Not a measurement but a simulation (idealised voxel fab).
Process module heading - voxel self aligned vias
The width of the displayed cross-section, cut, is 155 nm; its cells are square, with a size of 5 nm.
Format of a cross-section: grid, square cells. Given as bands. Order: top down. Band: one or more rows of cells. A band entry consists of two parts. The first gives the height of the band's top and the height of its bottom, in nm. The rest lists the band's materials from left to right, each with its width in nm. A single material labelled with the word "full width" fills the band from edge to edge, and the word "empty" marks empty space. Heights are reckoned from 0. Under this level, the received wafer is all of one material. The bottommost band is open-ended downward, for example "from 0 down". A two-number width, for instance "30 to 40", indicates that the width is equal to the first number in the top row of the band and to the second number in the bottom row, and that it changes by a constant amount per row of cells. Take "remains unaltered" at face value: in the step it is given for, the cross-section changed in none of its cells. Empty spaces without an open route to the top, at least 8 cells in extent, make up the entry "Sealed void inventory"; each is given as width x height at distance, where the distance is measured from the left edge, and all are in nm. If you see something after the settings on a step's line, that's the simulator's own remark about that step. Steps that use a mask can have "overlay nm" on their line. It says how far the mask sat to the right of where it was meant to be. Negative means to the left.
Steps in the process plan:
1,RECEIVE: material Si
2,CONFORMAL_DEP: material SiO2, thk nm 10
3,CONFORMAL_DEP: material SiCN, thk nm 5
4,DIRECTIONAL_DEP: material SiO2, thk nm 20
5,DIRECTIONAL_DEP: material aC, thk nm 15
6,PATTERN: tone open, mask id LINES, material resist, width nm 25, pitch nm 60, thk nm 35, overlay nm 0
7,DIRECTIONAL_ETCH: etch materials aC, depth nm 15
8,STRIP: etch materials resist
9,DIRECTIONAL_ETCH: etch materials SiO2, depth nm 20
10,STRIP: etch materials aC
11,CONFORMAL_DEP: material TiN, thk nm 5
12,FILL_DEP: material W, thk nm 10
13,CMP: height nm 35
14,SELECTIVE_ETCH: etch materials W Ru TiN, depth nm 10
15,FILL_DEP: material SiN, thk nm 10
16,CMP: height nm 35
17,DIRECTIONAL_DEP: material SiO2, thk nm 15
18,PATTERN: tone open, mask id VIAS, material resist, width nm 35, pitch nm 60, thk nm 15, overlay nm 0
19,DIRECTIONAL_ETCH: etch materials SiO2, depth nm 15
20,DIRECTIONAL_ETCH: etch materials SiN, depth nm 10
21,STRIP: etch materials resist
22,CONFORMAL_DEP: material TiN, thk nm 5
23,FILL_DEP: material W, thk nm 5
24,CMP: height nm 50
25,CONFORMAL_DEP: material SiCN, thk nm 5
Cross-section of the wafer upon arrival, representing the state reached after step 1:
	from 0 down: Si full width
	Sealed void inventory: none
Cross-sectional image of the first of two wafers at the end of the module, the run having proceeded as planned:
	from 55 to 50: SiCN full width
	from 50 to 40: 30 nm SiO2  5 nm TiN  25 nm W  5 nm TiN  25 nm SiO2  5 nm TiN  25 nm W  5 nm TiN  30 nm SiO2
	from 40 to 30: 30 to 35 nm SiO2  10 to 5 nm TiN  15 nm W  10 to 5 nm TiN  25 to 35 nm SiO2  10 to 5 nm TiN  15 nm W  10 to 5 nm TiN  30 to 35 nm SiO2
	from 30 to 25: 35 nm SiO2  25 nm TiN  35 nm SiO2  25 nm TiN  35 nm SiO2
	from 25 to 20: 35 nm SiO2  5 nm TiN  15 nm W  5 nm TiN  35 nm SiO2  5 nm TiN  15 nm W  5 nm TiN  35 nm SiO2
	from 20 to 15: 35 nm SiO2  25 nm TiN  35 nm SiO2  25 nm TiN  35 nm SiO2
	from 15 to 10: SiCN full width
	from 10 to 0: SiO2 full width
	from 0 down: Si full width
	Sealed void inventory: none
Cross-sectional view of the second of two wafers upon completion of the module. This wafer shared its starting condition and process plan with the first; one error was made during its execution:
	from 55 to 50: SiCN full width
	from 50 to 40: 30 nm SiO2  5 nm TiN  25 nm W  5 nm TiN  25 nm SiO2  5 nm TiN  25 nm W  5 nm TiN  30 nm SiO2
	from 40 to 30: 30 to 35 nm SiO2  10 to 5 nm TiN  20 nm W  5 nm TiN  25 to 30 nm SiO2  10 to 5 nm TiN  20 nm W  5 nm TiN  30 nm SiO2
	from 30 to 25: 35 nm SiO2  30 nm TiN  30 nm SiO2  30 nm TiN  30 nm SiO2
	from 25 to 20: 35 nm SiO2  5 nm TiN  20 nm W  5 nm TiN  30 nm SiO2  5 nm TiN  20 nm W  5 nm TiN  30 nm SiO2
	from 20 to 15: 35 nm SiO2  30 nm TiN  30 nm SiO2  30 nm TiN  30 nm SiO2
	from 15 to 10: SiCN full width
	from 10 to 0: SiO2 full width
	from 0 down: Si full width
	Sealed void inventory: none
What was the processing mistake? step 6 ran as: PATTERN: tone open, mask id LINES, material resist, width nm 30, pitch nm 60, thk nm 35, overlay nm 0
Looking at both finished wafers in cells, the second ends up ahead of or behind the first on some materials: SiO2 -8; TiN +2; W +6
